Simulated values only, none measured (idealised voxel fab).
Title: Process Module voxel wiring stack
Section cut is 260 nm wide and gridded with 5 nm square cells.
Throughout this document, each cross-section is represented as a grid of square cells and is presented as a sequence of bands enumerated from the top downward, where a band comprises one or more rows of cells. Within each band entry, the heights of the top and of the bottom of the band appear first, in that order and in nm; the materials of the band then follow from left to right, each with its corresponding width in nm. The designation "edge to edge" on a single material indicates that it fills the band from edge to edge; the designation "air" indicates empty space. All heights in this document are referenced to 0, defined as the level beneath which the wafer, as received, consists entirely of one material. The lowest band is not bounded below; it extends indefinitely downward and is written in the form "0 and below". A two-number width, for instance "30 to 40", indicates that the width is equal to the first number in the top row of the band and to the second number in the bottom row, and that it changes by a constant amount per row of cells. Reading "nothing was modified" for a step: not a cell of the cross-section changed in it. The label "closed voids" introduces a list of the empty spaces, 8 cells or larger, that have no open way up to the top; each entry in it reads width x height at distance, where the distance is taken from the left edge and all three are stated in nm. Whatever follows a step's settings on its line is a remark the simulator itself makes about that step. "overlay nm" answers the question of how far to the right of plan the mask lay on a step that has a mask, and when it is negative the answer is to the left. In what follows, pairs of cross-sections are presented, each taken before and after one process step, with the after cross-section shown only down to the lowest band that was altered; the step, together with its settings, is stated below the pair. The pairs may stem from different runs of this module on the same starting wafer; accordingly, a pair should be taken as continuing from the one above it solely where its entry headed "Incoming profile" indicates as much.
### Incoming profile
    170 down to 165  TiN 75, air 10, TiN 40, air 10, TiN 40, air 10, TiN 75
    165 down to 155  lowk 70, TiN 5, air 10, TiN 5, lowk 30, TiN 5, air 10, TiN 5, lowk 30, TiN 5, air 10, TiN 5, lowk 70
    155 down to 150  lowk 70, TiN 5, air 5, TiN 10, lowk 30, TiN 5, air 5, TiN 10, lowk 30, TiN 5, air 5, TiN 10, lowk 70
    150 down to 140  lowk 70, TiN 5, air 5, TiN 5, lowk 35, TiN 5, air 5, TiN 5, lowk 35, TiN 5, air 5, TiN 5, lowk 75
    140 down to 135  SiCN 70, TiN 15, SiCN 35, TiN 15, SiCN 35, TiN 15, SiCN 75
    135 down to 120  lowk 70, TiN 5, Ru 10, TiN 5, lowk 30, TiN 5, Ru 10, TiN 5, lowk 30, TiN 5, Ru 10, TiN 5, lowk 70
    120 down to 115  lowk 70, TiN 5, Ru 5, TiN 10, lowk 30, TiN 5, Ru 5, TiN 10, lowk 30, TiN 5, Ru 5, TiN 10, lowk 70
    115 down to 100  lowk 70, TiN 5, Ru 5, TiN 5, lowk 35, TiN 5, Ru 5, TiN 5, lowk 35, TiN 5, Ru 5, TiN 5, lowk 75
    100 down to 95  SiCN 70, TiN 15, SiCN 35, TiN 15, SiCN 35, TiN 15, SiCN 75
    95 down to 90  SiCN 65, Ru 30, SiCN 20, Ru 30, SiCN 20, Ru 30, SiCN 65
    90 down to 65  lowk 70, TiN 5, W 10, TiN 5, lowk 30, TiN 5, W 10, TiN 5, lowk 30, TiN 5, W 10, TiN 5, lowk 70
    65 down to 60  SiN 70, TiN 20, SiN 30, TiN 20, SiN 30, TiN 20, SiN 70
    60 down to 40  SiO2 70, TiN 5, Cu 5, TiN 5, SiO2 35, TiN 5, Cu 5, TiN 5, SiO2 35, TiN 5, Cu 5, TiN 5, SiO2 75
    40 down to 35  SiCN 70, TiN 15, SiCN 35, TiN 15, SiCN 35, TiN 15, SiCN 75
    35 down to 20  SiO2 70, W 20, SiO2 30, W 20, SiO2 30, W 20, SiO2 70
    20 down to 15  SiO2 70, TiN 20, SiO2 30, TiN 20, SiO2 30, TiN 20, SiO2 70
    15 down to 0  SiO2 edge to edge
    0 and below  Si edge to edge
    closed voids: none
### Cross-Section After Step
    180 down to 170  SiO2 edge to edge
    170 down to 165  TiN 75, SiO2 10, TiN 40, SiO2 10, TiN 40, SiO2 10, TiN 75
    165 down to 155  lowk 70, TiN 5, SiO2 10, TiN 5, lowk 30, TiN 5, SiO2 10, TiN 5, lowk 30, TiN 5, SiO2 10, TiN 5, lowk 70
    155 down to 150  lowk 70, TiN 5, SiO2 5, TiN 10, lowk 30, TiN 5, SiO2 5, TiN 10, lowk 30, TiN 5, SiO2 5, TiN 10, lowk 70
    150 down to 140  lowk 70, TiN 5, SiO2 5, TiN 5, lowk 35, TiN 5, SiO2 5, TiN 5, lowk 35, TiN 5, SiO2 5, TiN 5, lowk 75
    Lower than 140, everything is as it was.
    closed voids: none
The structure goes from the before cross-section above to the after cross-section through FILL_DEP [material SiO2] [thk nm 10]
Incoming profile: Please consult the pair immediately above; the cross-section it shows after its step is the state before this step.
### Cross-Section After Step
    165 down to 155  lowk 70, TiN 5, SiO2 10, TiN 5, lowk 30, TiN 5, SiO2 10, TiN 5, lowk 30, TiN 5, SiO2 10, TiN 5, lowk 70
    Lower than 155, everything is as it was.
    closed voids: none
The structure goes from the before cross-section above to the after cross-section through CMP [height nm 165]
Incoming profile: Please consult the pair immediately above; the cross-section it shows after its step is the state before this step.
### Cross-Section After Step
    170 down to 165  SiN edge to edge
    Lower than 165, everything is as it was.
    closed voids: none
The structure goes from the before cross-section above to the after cross-section through CONFORMAL_DEP [material SiN] [thk nm 5]
### Incoming profile
    45 down to 35  aC edge to edge
    35 down to 20  W edge to edge
    20 down to 15  TiN edge to edge
    15 down to 0  SiO2 edge to edge
    0 and below  Si edge to edge
    closed voids: none
### Cross-Section After Step
    70 down to 45  resist 70, air 20, resist 30, air 20, resist 30, air 20, resist 70
    Lower than 45, everything is as it was.
    closed voids: none
The structure goes from the before cross-section above to the after cross-section through PATTERN [tone open] [mask id METAL_1] [material resist] [width nm 20] [pitch nm 50] [thk nm 25] [overlay nm 0]
Incoming profile: Please consult the pair immediately above; the cross-section it shows after its step is the state before this step.
### Cross-Section After Step
    60 down to 45  resist 70, air 20, resist 30, air 20, resist 30, air 20, resist 70
    45 down to 35  aC 70, air 20, aC 30, air 20, aC 30, air 20, aC 70
    Lower than 35, everything is as it was.
    closed voids: none
The structure goes from the before cross-section above to the after cross-section through DIRECTIONAL_ETCH [etch materials aC] [depth nm 10]
Incoming profile: Please consult the pair immediately above; the cross-section it shows after its step is the state before this step.
### Cross-Section After Step
    45 down to 35  aC 70, air 20, aC 30, air 20, aC 30, air 20, aC 70
    Lower than 35, everything is as it was.
    closed voids: none
The structure goes from the before cross-section above to the after cross-section through STRIP [etch materials resist]
Incoming profile: Please consult the pair immediately above; the cross-section it shows after its step is the state before this step.
### Cross-Section After Step
    45 down to 35  aC 70, air 20, aC 30, air 20, aC 30, air 20, aC 70
    35 down to 20  W 70, air 20, W 30, air 20, W 30, air 20, W 70
    Lower than 20, everything is as it was.
    closed voids: none
The structure goes from the before cross-section above to the after cross-section through DIRECTIONAL_ETCH [etch materials W] [depth nm 15]
Incoming profile: Please consult the pair immediately above; the cross-section it shows after its step is the state before this step.
### Cross-Section After Step
    45 down to 35  aC 70, air 20, aC 30, air 20, aC 30, air 20, aC 70
    35 down to 20  W 70, air 20, W 30, air 20, W 30, air 20, W 70
    20 down to 15  TiN 70, air 20, TiN 30, air 20, TiN 30, air 20, TiN 70
    Lower than 15, everything is as it was.
    closed voids: none
The structure goes from the before cross-section above to the after cross-section through DIRECTIONAL_ETCH [etch materials TiN] [depth nm 5]
Incoming profile: Please consult the pair immediately above; the cross-section it shows after its step is the state before this step.
### Cross-Section After Step
    35 down to 20  W 70, air 20, W 30, air 20, W 30, air 20, W 70
    Lower than 20, everything is as it was.
    closed voids: none
The structure goes from the before cross-section above to the after cross-section through STRIP [etch materials aC]
Incoming profile: Please consult the pair immediately above; the cross-section it shows after its step is the state before this step.
### Cross-Section After Step
    40 down to 35  SiO2 edge to edge
    35 down to 20  W 70, SiO2 20, W 30, SiO2 20, W 30, SiO2 20, W 70
    20 down to 15  TiN 70, SiO2 20, TiN 30, SiO2 20, TiN 30, SiO2 20, TiN 70
    Lower than 15, everything is as it was.
    closed voids: none
The structure goes from the before cross-section above to the after cross-section through FILL_DEP [material SiO2] [thk nm 5]
Incoming profile: Please consult the pair immediately above; the cross-section it shows after its step is the state before this step.
### Cross-Section After Step
    35 down to 20  W 70, SiO2 20, W 30, SiO2 20, W 30, SiO2 20, W 70
    Lower than 20, everything is as it was.
    closed voids: none
The structure goes from the before cross-section above to the after cross-section through CMP [height nm 35]
Incoming profile: Please consult the pair immediately above; the cross-section it shows after its step is the state before this step.
### Cross-Section After Step
    40 down to 35  SiCN edge to edge
    Lower than 35, everything is as it was.
    closed voids: none
The structure goes from the before cross-section above to the after cross-section through CONFORMAL_DEP [material SiCN] [thk nm 5]
Incoming profile: Please consult the pair immediately above; the cross-section it shows after its step is the state before this step.
### Cross-Section After Step
    60 down to 40  SiO2 edge to edge
    Lower than 40, everything is as it was.
    closed voids: none
The structure goes from the before cross-section above to the after cross-section through DIRECTIONAL_DEP [material SiO2] [thk nm 20]
Incoming profile: Please consult the pair immediately above; the cross-section it shows after its step is the state before this step.
### Cross-Section After Step
    75 down to 60  resist 70, air 15, resist 35, air 15, resist 35, air 15, resist 75
    Lower than 60, everything is as it was.
    closed voids: none
The structure goes from the before cross-section above to the after cross-section through PATTERN [tone open] [mask id PLUG_1] [material resist] [width nm 15] [pitch nm 50] [thk nm 15] [overlay nm 0]
Incoming profile: Please consult the pair immediately above; the cross-section it shows after its step is the state before this step.
### Cross-Section After Step
    75 down to 60  resist 70, air 15, resist 35, air 15, resist 35, air 15, resist 75
    60 down to 40  SiO2 70, air 15, SiO2 35, air 15, SiO2 35, air 15, SiO2 75
    Lower than 40, everything is as it was.
    closed voids: none
The structure goes from the before cross-section above to the after cross-section through DIRECTIONAL_ETCH [etch materials SiO2] [depth nm 20]
Incoming profile: Please consult the pair immediately above; the cross-section it shows after its step is the state before this step.
### Cross-Section After Step
    75 down to 60  resist 70, air 15, resist 35, air 15, resist 35, air 15, resist 75
    60 down to 40  SiO2 70, air 15, SiO2 35, air 15, SiO2 35, air 15, SiO2 75
    40 down to 35  SiCN 70, air 15, SiCN 35, air 15, SiCN 35, air 15, SiCN 75
    Lower than 35, everything is as it was.
    closed voids: none
The structure goes from the before cross-section above to the after cross-section through DIRECTIONAL_ETCH [etch materials SiCN] [depth nm 5]
Incoming profile: Please consult the pair immediately above; the cross-section it shows after its step is the state before this step.
### Cross-Section After Step
    60 down to 40  SiO2 70, air 15, SiO2 35, air 15, SiO2 35, air 15, SiO2 75
    Lower than 40, everything is as it was.
    closed voids: none
The structure goes from the before cross-section above to the after cross-section through STRIP [etch materials resist]
Incoming profile: Please consult the pair immediately above; the cross-section it shows after its step is the state before this step.
### Cross-Section After Step
    65 down to 60  TiN 75, air 5, TiN 45, air 5, TiN 45, air 5, TiN 80
    60 down to 40  SiO2 70, TiN 5, air 5, TiN 5, SiO2 35, TiN 5, air 5, TiN 5, SiO2 35, TiN 5, air 5, TiN 5, SiO2 75
    40 down to 35  SiCN 70, TiN 15, SiCN 35, TiN 15, SiCN 35, TiN 15, SiCN 75
    Lower than 35, everything is as it was.
    closed voids: none
The structure goes from the before cross-section above to the after cross-section through CONFORMAL_DEP [material TiN] [thk nm 5]
Incoming profile: Please consult the pair immediately above; the cross-section it shows after its step is the state before this step.
### Cross-Section After Step
    75 down to 65  Cu edge to edge
    65 down to 60  TiN 75, Cu 5, TiN 45, Cu 5, TiN 45, Cu 5, TiN 80
    60 down to 40  SiO2 70, TiN 5, Cu 5, TiN 5, SiO2 35, TiN 5, Cu 5, TiN 5, SiO2 35, TiN 5, Cu 5, TiN 5, SiO2 75
    Lower than 40, everything is as it was.
    closed voids: none
The structure goes from the before cross-section above to the after cross-section through FILL_DEP [material Cu] [thk nm 10]
Incoming profile: Please consult the pair immediately above; the cross-section it shows after its step is the state before this step.
### Cross-Section After Step
    60 down to 40  SiO2 70, TiN 5, Cu 5, TiN 5, SiO2 35, TiN 5, Cu 5, TiN 5, SiO2 35, TiN 5, Cu 5, TiN 5, SiO2 75
    Lower than 40, everything is as it was.
    closed voids: none
The structure goes from the before cross-section above to the after cross-section through CMP [height nm 60]
Incoming profile: Please consult the pair immediately above; the cross-section it shows after its step is the state before this step.
### Cross-Section After Step
    65 down to 60  SiN edge to edge
    Lower than 60, everything is as it was.
    closed voids: none
The structure goes from the before cross-section above to the after cross-section through CONFORMAL_DEP [material SiN] [thk nm 5]
Incoming profile: Please consult the pair immediately above; the cross-section it shows after its step is the state before this step.
### Cross-Section After Step
    90 down to 65  lowk edge to edge
    Lower than 65, everything is as it was.
    closed voids: none
The structure goes from the before cross-section above to the after cross-section through DIRECTIONAL_DEP [material lowk] [thk nm 25]
Incoming profile: Please consult the pair immediately above; the cross-section it shows after its step is the state before this step.
### Cross-Section After Step
    105 down to 90  aC edge to edge
    Lower than 90, everything is as it was.
    closed voids: none
The structure goes from the before cross-section above to the after cross-section through DIRECTIONAL_DEP [material aC] [thk nm 15]
Incoming profile: Please consult the pair immediately above; the cross-section it shows after its step is the state before this step.
### Cross-Section After Step
    140 down to 105  resist 70, air 20, resist 30, air 20, resist 30, air 20, resist 70
    Lower than 105, everything is as it was.
    closed voids: none
The structure goes from the before cross-section above to the after cross-section through PATTERN [tone open] [mask id METAL_2] [material resist] [width nm 20] [pitch nm 50] [thk nm 35] [overlay nm 0]
Incoming profile: Please consult the pair immediately above; the cross-section it shows after its step is the state before this step.
### Cross-Section After Step
    125 down to 105  resist 70, air 20, resist 30, air 20, resist 30, air 20, resist 70
    105 down to 90  aC 70, air 20, aC 30, air 20, aC 30, air 20, aC 70
    Lower than 90, everything is as it was.
    closed voids: none
The structure goes from the before cross-section above to the after cross-section through DIRECTIONAL_ETCH [etch materials aC] [depth nm 15]
Incoming profile: Please consult the pair immediately above; the cross-section it shows after its step is the state before this step.
### Cross-Section After Step
    105 down to 90  aC 70, air 20, aC 30, air 20, aC 30, air 20, aC 70
    Lower than 90, everything is as it was.
    closed voids: none
The structure goes from the before cross-section above to the after cross-section through STRIP [etch materials resist]
Incoming profile: Please consult the pair immediately above; the cross-section it shows after its step is the state before this step.
### Cross-Section After Step
    105 down to 90  aC 70, air 20, aC 30, air 20, aC 30, air 20, aC 70
    90 down to 65  lowk 70, air 20, lowk 30, air 20, lowk 30, air 20, lowk 70
    Lower than 65, everything is as it was.
    closed voids: none
The structure goes from the before cross-section above to the after cross-section through DIRECTIONAL_ETCH [etch materials lowk] [depth nm 25]
Incoming profile: Please consult the pair immediately above; the cross-section it shows after its step is the state before this step.
### Cross-Section After Step
    105 down to 90  aC 70, air 20, aC 30, air 20, aC 30, air 20, aC 70
    90 down to 65  lowk 70, air 20, lowk 30, air 20, lowk 30, air 20, lowk 70
    65 down to 60  SiN 70, air 20, SiN 30, air 20, SiN 30, air 20, SiN 70
    Lower than 60, everything is as it was.
    closed voids: none
The structure goes from the before cross-section above to the after cross-section through DIRECTIONAL_ETCH [etch materials SiN] [depth nm 5]
Incoming profile: Please consult the pair immediately above; the cross-section it shows after its step is the state before this step.
### Cross-Section After Step
    90 down to 65  lowk 70, air 20, lowk 30, air 20, lowk 30, air 20, lowk 70
    Lower than 65, everything is as it was.
    closed voids: none
The structure goes from the before cross-section above to the after cross-section through STRIP [etch materials aC]
Incoming profile: Please consult the pair immediately above; the cross-section it shows after its step is the state before this step.
### Cross-Section After Step
    95 down to 90  TiN 75, air 10, TiN 40, air 10, TiN 40, air 10, TiN 75
    90 down to 65  lowk 70, TiN 5, air 10, TiN 5, lowk 30, TiN 5, air 10, TiN 5, lowk 30, TiN 5, air 10, TiN 5, lowk 70
    65 down to 60  SiN 70, TiN 20, SiN 30, TiN 20, SiN 30, TiN 20, SiN 70
    Lower than 60, everything is as it was.
    closed voids: none
The structure goes from the before cross-section above to the after cross-section through CONFORMAL_DEP [material TiN] [thk nm 5]
Incoming profile: Please consult the pair immediately above; the cross-section it shows after its step is the state before this step.
### Cross-Section After Step
    105 down to 95  W edge to edge
    95 down to 90  TiN 75, W 10, TiN 40, W 10, TiN 40, W 10, TiN 75
    90 down to 65  lowk 70, TiN 5, W 10, TiN 5, lowk 30, TiN 5, W 10, TiN 5, lowk 30, TiN 5, W 10, TiN 5, lowk 70
    Lower than 65, everything is as it was.
    closed voids: none
The structure goes from the before cross-section above to the after cross-section through FILL_DEP [material W] [thk nm 10]
Incoming profile: Please consult the pair immediately above; the cross-section it shows after its step is the state before this step.
### Cross-Section After Step
    90 down to 65  lowk 70, TiN 5, W 10, TiN 5, lowk 30, TiN 5, W 10, TiN 5, lowk 30, TiN 5, W 10, TiN 5, lowk 70
    Lower than 65, everything is as it was.
    closed voids: none
The structure goes from the before cross-section above to the after cross-section through CMP [height nm 90]
Incoming profile: Please consult the pair immediately above; the cross-section it shows after its step is the state before this step.
### Cross-Section After Step
    95 down to 90  air 65, Ru 30, air 20, Ru 30, air 20, Ru 30, air 65
    Lower than 90, everything is as it was.
    closed voids: none
The structure goes from the before cross-section above to the after cross-section through EPI [material Ru] [thk nm 5]
Incoming profile: Please consult the pair immediately above; the cross-section it shows after its step is the state before this step.
### Cross-Section After Step
    100 down to 95  SiCN edge to edge
    95 down to 90  SiCN 65, Ru 30, SiCN 20, Ru 30, SiCN 20, Ru 30, SiCN 65
    Lower than 90, everything is as it was.
    closed voids: none
The structure goes from the before cross-section above to the after cross-section through FILL_DEP [material SiCN] [thk nm 5]
Incoming profile: Please consult the pair immediately above; the cross-section it shows after its step is the state before this step.
### Cross-Section After Step
    135 down to 100  lowk edge to edge
    Lower than 100, everything is as it was.
    closed voids: none
The structure goes from the before cross-section above to the after cross-section through DIRECTIONAL_DEP [material lowk] [thk nm 35]
Incoming profile: Please consult the pair immediately above; the cross-section it shows after its step is the state before this step.
### Cross-Section After Step
    150 down to 135  aC edge to edge
    Lower than 135, everything is as it was.
    closed voids: none
The structure goes from the before cross-section above to the after cross-section through DIRECTIONAL_DEP [material aC] [thk nm 15]
Incoming profile: Please consult the pair immediately above; the cross-section it shows after its step is the state before this step.
### Cross-Section After Step
    185 down to 150  resist 70, air 20, resist 30, air 20, resist 30, air 20, resist 70
    Lower than 150, everything is as it was.
    closed voids: none
The structure goes from the before cross-section above to the after cross-section through PATTERN [tone open] [mask id METAL_3] [material resist] [width nm 20] [pitch nm 50] [thk nm 35] [overlay nm 0]
Incoming profile: Please consult the pair immediately above; the cross-section it shows after its step is the state before this step.
### Cross-Section After Step
    170 down to 150  resist 70, air 20, resist 30, air 20, resist 30, air 20, resist 70
    150 down to 135  aC 70, air 20, aC 30, air 20, aC 30, air 20, aC 70
    Lower than 135, everything is as it was.
    closed voids: none
The structure goes from the before cross-section above to the after cross-section through DIRECTIONAL_ETCH [etch materials aC] [depth nm 15]
Incoming profile: Please consult the pair immediately above; the cross-section it shows after its step is the state before this step.
### Cross-Section After Step
    150 down to 135  aC 70, air 20, aC 30, air 20, aC 30, air 20, aC 70
    Lower than 135, everything is as it was.
    closed voids: none
The structure goes from the before cross-section above to the after cross-section through STRIP [etch materials resist]
Incoming profile: Please consult the pair immediately above; the cross-section it shows after its step is the state before this step.
### Cross-Section After Step
    150 down to 135  aC 70, air 20, aC 30, air 20, aC 30, air 20, aC 70
    135 down to 115  lowk 70, air 20, lowk 30, air 20, lowk 30, air 20, lowk 70
    Lower than 115, everything is as it was.
    closed voids: none
The structure goes from the before cross-section above to the after cross-section through DIRECTIONAL_ETCH [etch materials lowk] [depth nm 20]
Incoming profile: Please consult the pair immediately above; the cross-section it shows after its step is the state before this step.
### Cross-Section After Step
    135 down to 115  lowk 70, air 20, lowk 30, air 20, lowk 30, air 20, lowk 70
    Lower than 115, everything is as it was.
    closed voids: none
The structure goes from the before cross-section above to the after cross-section through STRIP [etch materials aC]
Incoming profile: Please consult the pair immediately above; the cross-section it shows after its step is the state before this step.
### Cross-Section After Step
    145 down to 135  aC 70, air 20, aC 30, air 20, aC 30, air 20, aC 70
    135 down to 125  lowk 70, air 20, lowk 30, air 20, lowk 30, air 20, lowk 70
    125 down to 115  lowk 70, aC 20, lowk 30, aC 20, lowk 30, aC 20, lowk 70
    Lower than 115, everything is as it was.
    closed voids: none
The structure goes from the before cross-section above to the after cross-section through DIRECTIONAL_DEP [material aC] [thk nm 10]
Incoming profile: Please consult the pair immediately above; the cross-section it shows after its step is the state before this step.
### Cross-Section After Step
    175 down to 145  resist 70, air 15, resist 35, air 15, resist 35, air 15, resist 75
    145 down to 135  aC 70, air 15, resist 5, aC 30, air 15, resist 5, aC 30, air 15, resist 5, aC 70
    135 down to 125  lowk 70, air 15, resist 5, lowk 30, air 15, resist 5, lowk 30, air 15, resist 5, lowk 70
    Lower than 125, everything is as it was.
    closed voids: none
The structure goes from the before cross-section above to the after cross-section through PATTERN [tone open] [mask id METAL_3_HOLES] [material resist] [width nm 15] [pitch nm 50] [thk nm 30] [overlay nm 0]
Incoming profile: Please consult the pair immediately above; the cross-section it shows after its step is the state before this step.
### Cross-Section After Step
    165 down to 145  resist 70, air 15, resist 35, air 15, resist 35, air 15, resist 75
    145 down to 135  aC 70, air 15, resist 5, aC 30, air 15, resist 5, aC 30, air 15, resist 5, aC 70
    135 down to 125  lowk 70, air 15, resist 5, lowk 30, air 15, resist 5, lowk 30, air 15, resist 5, lowk 70
    125 down to 115  lowk 70, air 15, aC 5, lowk 30, air 15, aC 5, lowk 30, air 15, aC 5, lowk 70
    Lower than 115, everything is as it was.
    closed voids: none
The structure goes from the before cross-section above to the after cross-section through DIRECTIONAL_ETCH [etch materials aC] [depth nm 10]
Incoming profile: Please consult the pair immediately above; the cross-section it shows after its step is the state before this step.
### Cross-Section After Step
    145 down to 135  aC 70, air 20, aC 30, air 20, aC 30, air 20, aC 70
    135 down to 125  lowk 70, air 20, lowk 30, air 20, lowk 30, air 20, lowk 70
    Lower than 125, everything is as it was.
    closed voids: none
The structure goes from the before cross-section above to the after cross-section through STRIP [etch materials resist]
Incoming profile: Please consult the pair immediately above; the cross-section it shows after its step is the state before this step.
### Cross-Section After Step
    145 down to 135  aC 70, air 20, aC 30, air 20, aC 30, air 20, aC 70
    135 down to 125  lowk 70, air 20, lowk 30, air 20, lowk 30, air 20, lowk 70
    125 down to 115  lowk 70, air 15, aC 5, lowk 30, air 15, aC 5, lowk 30, air 15, aC 5, lowk 70
    115 down to 100  lowk 70, air 15, lowk 35, air 15, lowk 35, air 15, lowk 75
    Lower than 100, everything is as it was.
    closed voids: none
The structure goes from the before cross-section above to the after cross-section through DIRECTIONAL_ETCH [etch materials lowk] [depth nm 15]
Incoming profile: Please consult the pair immediately above; the cross-section it shows after its step is the state before this step.
### Cross-Section After Step
    145 down to 135  aC 70, air 20, aC 30, air 20, aC 30, air 20, aC 70
    135 down to 125  lowk 70, air 20, lowk 30, air 20, lowk 30, air 20, lowk 70
    125 down to 115  lowk 70, air 15, aC 5, lowk 30, air 15, aC 5, lowk 30, air 15, aC 5, lowk 70
    115 down to 100  lowk 70, air 15, lowk 35, air 15, lowk 35, air 15, lowk 75
    100 down to 95  SiCN 70, air 15, SiCN 35, air 15, SiCN 35, air 15, SiCN 75
    Lower than 95, everything is as it was.
    closed voids: none
The structure goes from the before cross-section above to the after cross-section through DIRECTIONAL_ETCH [etch materials SiCN] [depth nm 5]
Incoming profile: Please consult the pair immediately above; the cross-section it shows after its step is the state before this step.
### Cross-Section After Step
    135 down to 115  lowk 70, air 20, lowk 30, air 20, lowk 30, air 20, lowk 70
    Lower than 115, everything is as it was.
    closed voids: none
The structure goes from the before cross-section above to the after cross-section through STRIP [etch materials aC]
Incoming profile: Please consult the pair immediately above; the cross-section it shows after its step is the state before this step.
### Cross-Section After Step
    140 down to 135  TiN 75, air 10, TiN 40, air 10, TiN 40, air 10, TiN 75
    135 down to 120  lowk 70, TiN 5, air 10, TiN 5, lowk 30, TiN 5, air 10, TiN 5, lowk 30, TiN 5, air 10, TiN 5, lowk 70
    120 down to 115  lowk 70, TiN 5, air 5, TiN 10, lowk 30, TiN 5, air 5, TiN 10, lowk 30, TiN 5, air 5, TiN 10, lowk 70
    115 down to 100  lowk 70, TiN 5, air 5, TiN 5, lowk 35, TiN 5, air 5, TiN 5, lowk 35, TiN 5, air 5, TiN 5, lowk 75
    100 down to 95  SiCN 70, TiN 15, SiCN 35, TiN 15, SiCN 35, TiN 15, SiCN 75
    Lower than 95, everything is as it was.
    closed voids: none
The structure goes from the before cross-section above to the after cross-section through CONFORMAL_DEP [material TiN] [thk nm 5]
Incoming profile: Please consult the pair immediately above; the cross-section it shows after its step is the state before this step.
### Cross-Section After Step
    150 down to 140  Ru edge to edge
    140 down to 135  TiN 75, Ru 10, TiN 40, Ru 10, TiN 40, Ru 10, TiN 75
    135 down to 120  lowk 70, TiN 5, Ru 10, TiN 5, lowk 30, TiN 5, Ru 10, TiN 5, lowk 30, TiN 5, Ru 10, TiN 5, lowk 70
    120 down to 115  lowk 70, TiN 5, Ru 5, TiN 10, lowk 30, TiN 5, Ru 5, TiN 10, lowk 30, TiN 5, Ru 5, TiN 10, lowk 70
    115 down to 100  lowk 70, TiN 5, Ru 5, TiN 5, lowk 35, TiN 5, Ru 5, TiN 5, lowk 35, TiN 5, Ru 5, TiN 5, lowk 75
    Lower than 100, everything is as it was.
    closed voids: none
The structure goes from the before cross-section above to the after cross-section through FILL_DEP [material Ru] [thk nm 10]
Incoming profile: Please consult the pair immediately above; the cross-section it shows after its step is the state before this step.
### Cross-Section After Step
    135 down to 120  lowk 70, TiN 5, Ru 10, TiN 5, lowk 30, TiN 5, Ru 10, TiN 5, lowk 30, TiN 5, Ru 10, TiN 5, lowk 70
    Lower than 120, everything is as it was.
    closed voids: none
The structure goes from the before cross-section above to the after cross-section through CMP [height nm 135]
Incoming profile: Please consult the pair immediately above; the cross-section it shows after its step is the state before this step.
### Cross-Section After Step
    140 down to 135  SiCN edge to edge
    Lower than 135, everything is as it was.
    closed voids: none
The structure goes from the before cross-section above to the after cross-section through CONFORMAL_DEP [material SiCN] [thk nm 5]
Incoming profile: Please consult the pair immediately above; the cross-section it shows after its step is the state before this step.
### Cross-Section After Step
    165 down to 140  lowk edge to edge
    Lower than 140, everything is as it was.
    closed voids: none
The structure goes from the before cross-section above to the after cross-section through DIRECTIONAL_DEP [material lowk] [thk nm 25]
Incoming profile: Please consult the pair immediately above; the cross-section it shows after its step is the state before this step.
### Cross-Section After Step
    185 down to 165  resist 70, air 20, resist 30, air 20, resist 30, air 20, resist 70
    Lower than 165, everything is as it was.
    closed voids: none
The structure goes from the before cross-section above to the after cross-section through PATTERN [tone open] [mask id METAL_4] [material resist] [width nm 20] [pitch nm 50] [thk nm 20] [overlay nm 0]
Incoming profile: Please consult the pair immediately above; the cross-section it shows after its step is the state before this step.
### Cross-Section After Step
    185 down to 165  resist 70, air 20, resist 30, air 20, resist 30, air 20, resist 70
    165 down to 150  lowk 70, air 20, lowk 30, air 20, lowk 30, air 20, lowk 70
    Lower than 150, everything is as it was.
    closed voids: none
The structure goes from the before cross-section above to the after cross-section through DIRECTIONAL_ETCH [etch materials lowk] [depth nm 15]
Incoming profile: Please consult the pair immediately above; the cross-section it shows after its step is the state before this step.
### Cross-Section After Step
    165 down to 150  lowk 70, air 20, lowk 30, air 20, lowk 30, air 20, lowk 70
    Lower than 150, everything is as it was.
    closed voids: none
The structure goes from the before cross-section above to the after cross-section through STRIP [etch materials resist]
Incoming profile: Please consult the pair immediately above; the cross-section it shows after its step is the state before this step.
### Cross-Section After Step
    165 down to 150  lowk 70, air 20, lowk 30, air 20, lowk 30, air 20, lowk 70
    150 down to 140  lowk 70, air 15, lowk 35, air 15, lowk 35, air 15, lowk 75
    Lower than 140, everything is as it was.
    closed voids: none
The structure goes from the before cross-section above to the after cross-section through MASKED_ETCH [tone open] [mask id METAL_4_HOLES] [width nm 15] [pitch nm 50] [etch materials lowk] [depth nm 10] [overlay nm 0]
Incoming profile: Please consult the pair immediately above; the cross-section it shows after its step is the state before this step.
### Cross-Section After Step
    165 down to 150  lowk 70, air 20, lowk 30, air 20, lowk 30, air 20, lowk 70
    150 down to 140  lowk 70, air 15, lowk 35, air 15, lowk 35, air 15, lowk 75
    140 down to 135  SiCN 70, air 15, SiCN 35, air 15, SiCN 35, air 15, SiCN 75
    Lower than 135, everything is as it was.
    closed voids: none
The structure goes from the before cross-section above to the after cross-section through MASKED_ETCH [tone open] [mask id METAL_4_HOLES] [width nm 15] [pitch nm 50] [etch materials SiCN] [depth nm 5] [overlay nm 0]
Incoming profile: Please consult the pair immediately above; the cross-section it shows after its step is the state before this step.
### Cross-Section After Step
    170 down to 165  TiN 75, air 10, TiN 40, air 10, TiN 40, air 10, TiN 75
    165 down to 155  lowk 70, TiN 5, air 10, TiN 5, lowk 30, TiN 5, air 10, TiN 5, lowk 30, TiN 5, air 10, TiN 5, lowk 70
    155 down to 150  lowk 70, TiN 5, air 5, TiN 10, lowk 30, TiN 5, air 5, TiN 10, lowk 30, TiN 5, air 5, TiN 10, lowk 70
    150 down to 140  lowk 70, TiN 5, air 5, TiN 5, lowk 35, TiN 5, air 5, TiN 5, lowk 35, TiN 5, air 5, TiN 5, lowk 75
    140 down to 135  SiCN 70, TiN 15, SiCN 35, TiN 15, SiCN 35, TiN 15, SiCN 75
    Lower than 135, everything is as it was.
    closed voids: none
The structure goes from the before cross-section above to the after cross-section through CONFORMAL_DEP [material TiN] [thk nm 5]
Incoming profile: Please consult the pair immediately above; the cross-section it shows after its step is the state before this step.
### Cross-Section After Step
    180 down to 170  Cu edge to edge
    170 down to 165  TiN 75, Cu 10, TiN 40, Cu 10, TiN 40, Cu 10, TiN 75
    165 down to 155  lowk 70, TiN 5, Cu 10, TiN 5, lowk 30, TiN 5, Cu 10, TiN 5, lowk 30, TiN 5, Cu 10, TiN 5, lowk 70
    155 down to 150  lowk 70, TiN 5, Cu 5, TiN 10, lowk 30, TiN 5, Cu 5, TiN 10, lowk 30, TiN 5, Cu 5, TiN 10, lowk 70
    150 down to 140  lowk 70, TiN 5, Cu 5, TiN 5, lowk 35, TiN 5, Cu 5, TiN 5, lowk 35, TiN 5, Cu 5, TiN 5, lowk 75
    Lower than 140, everything is as it was.
    closed voids: none
The structure goes from the before cross-section above to the after cross-section through FILL_DEP [material Cu] [thk nm 10]
